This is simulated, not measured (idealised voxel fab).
Title: Process Module voxel capacitor over wiring
Square cell edge 5 nm, section width 155 nm, ID cut.
Bands, listed from the top down, are how a cross-section gets written in this document; the cross-section itself is a grid of square cells, and a band is one or more rows of them. Per band: top height and bottom height in nm, followed by the left-to-right materials and their widths in nm; "full width" marks a single material spanning edge to edge, "empty" marks empty space. Convention: height 0 is the level below which the wafer, as received, is all one material. The lowest band does not terminate at the bottom but continues downward, represented as "top 0, no bottom". A width such as "30 to 40" changes by the same amount from each row of cells to the next, from the band's top row to its bottom row. A step reported as "remains unaltered" is a step in which no cell of the cross-section changed. Closed-off voids of 8+ cells (no open route to the top) go in "Enclosed void list", written width x height at distance from the left edge, in nm. Step line, after settings: the simulator's comment on this step. Steps that use a mask can have "overlay nm" on their line. It says how far the mask sat to the right of where it was meant to be. Negative means to the left.

**Planned process steps**
1,RECEIVE with material Si
2,CONFORMAL_DEP with material SiO2, thk nm 15
3,CONFORMAL_DEP with material SiCN, thk nm 5
4,DIRECTIONAL_DEP with material SiO2, thk nm 20
5,DIRECTIONAL_DEP with material aC, thk nm 10
6,PATTERN with tone open, mask id METAL_1, material resist, width nm 30, pitch nm 85, thk nm 30, overlay nm 0
7,DIRECTIONAL_ETCH with etch materials aC, depth nm 10
8,STRIP with etch materials resist
9,DIRECTIONAL_ETCH with etch materials SiO2, depth nm 20
10,DIRECTIONAL_ETCH with etch materials SiCN, depth nm 5
11,STRIP with etch materials aC
12,CONFORMAL_DEP with material TiN, thk nm 5
13,FILL_DEP with material Cu, thk nm 10
14,CMP with height nm 40
15,EPI with material Ru, thk nm 5
16,FILL_DEP with material SiCN, thk nm 5
17,DIRECTIONAL_DEP with material lowk, thk nm 20
18,DIRECTIONAL_DEP with material aC, thk nm 10
19,PATTERN with tone open, mask id PLUG_1, material resist, width nm 15, thk nm 30, overlay nm 0
20,DIRECTIONAL_ETCH with etch materials aC, depth nm 10
21,STRIP with etch materials resist
22,DIRECTIONAL_ETCH with etch materials lowk, depth nm 20
23,DIRECTIONAL_ETCH with etch materials SiCN, depth nm 5
24,STRIP with etch materials aC
25,EPI with material Ru, thk nm 10
26,EPI with material Ru, thk nm 10
27,EPI with material Ru, thk nm 5
28,DIRECTIONAL_DEP with material TiN, thk nm 5
29,DIRECTIONAL_DEP with material HfO2, thk nm 5
30,DIRECTIONAL_DEP with material TiN, thk nm 5
31,PATTERN with tone cover, mask id UPPER_PLATE, material resist, width nm 60, thk nm 15, overlay nm 0
32,DIRECTIONAL_ETCH with etch materials TiN, depth nm 5
33,DIRECTIONAL_ETCH with etch materials HfO2, depth nm 5
34,STRIP with etch materials resist
35,DIRECTIONAL_DEP with material aC, thk nm 15
36,PATTERN with tone cover, mask id LOWER_PLATE, material resist, width nm 70, thk nm 35, overlay nm 0
37,DIRECTIONAL_ETCH with etch materials aC, depth nm 15
38,STRIP with etch materials resist
39,DIRECTIONAL_ETCH with etch materials TiN, depth nm 5
40,STRIP with etch materials aC
41,FILL_DEP with material SiO2, thk nm 15
42,CMP with height nm 95
43,MASKED_ETCH with tone open, mask id PLUG_2, width nm 15, etch materials SiO2, depth nm 10, overlay nm 0
44,CONFORMAL_DEP with material TiN, thk nm 5
45,FILL_DEP with material W, thk nm 10
46,CMP with height nm 95
47,CONFORMAL_DEP with material SiCN, thk nm 5
Don't read the plan's width nm for step 19 as applying to every wafer: that's the first wafer's value, and the wafers differ in it, though they all start identical.

**Here's the first of the wafers in cross-section, just as we got it, i.e. after step 1**
top 0, no bottom | Si full width
Enclosed void list: none

**Per wafer, end of module: cells gained (+) or lost (-) per material since receipt, then closed voids**
width nm 15 | +32 Cu | +12 HfO2 | +31 Ru | +93 SiCN | +280 SiO2 | +59 TiN | +1 W | +112 lowk | Enclosed void list: none
width nm 20 | +32 Cu | +12 HfO2 | +36 Ru | +92 SiCN | +280 SiO2 | +59 TiN | +1 W | +108 lowk | Enclosed void list: none
width nm 25 | +32 Cu | +12 HfO2 | +41 Ru | +91 SiCN | +280 SiO2 | +59 TiN | +1 W | +104 lowk | Enclosed void list: none
width nm 30 | +32 Cu | +12 HfO2 | +46 Ru | +90 SiCN | +280 SiO2 | +59 TiN | +1 W | +100 lowk | Enclosed void list: none
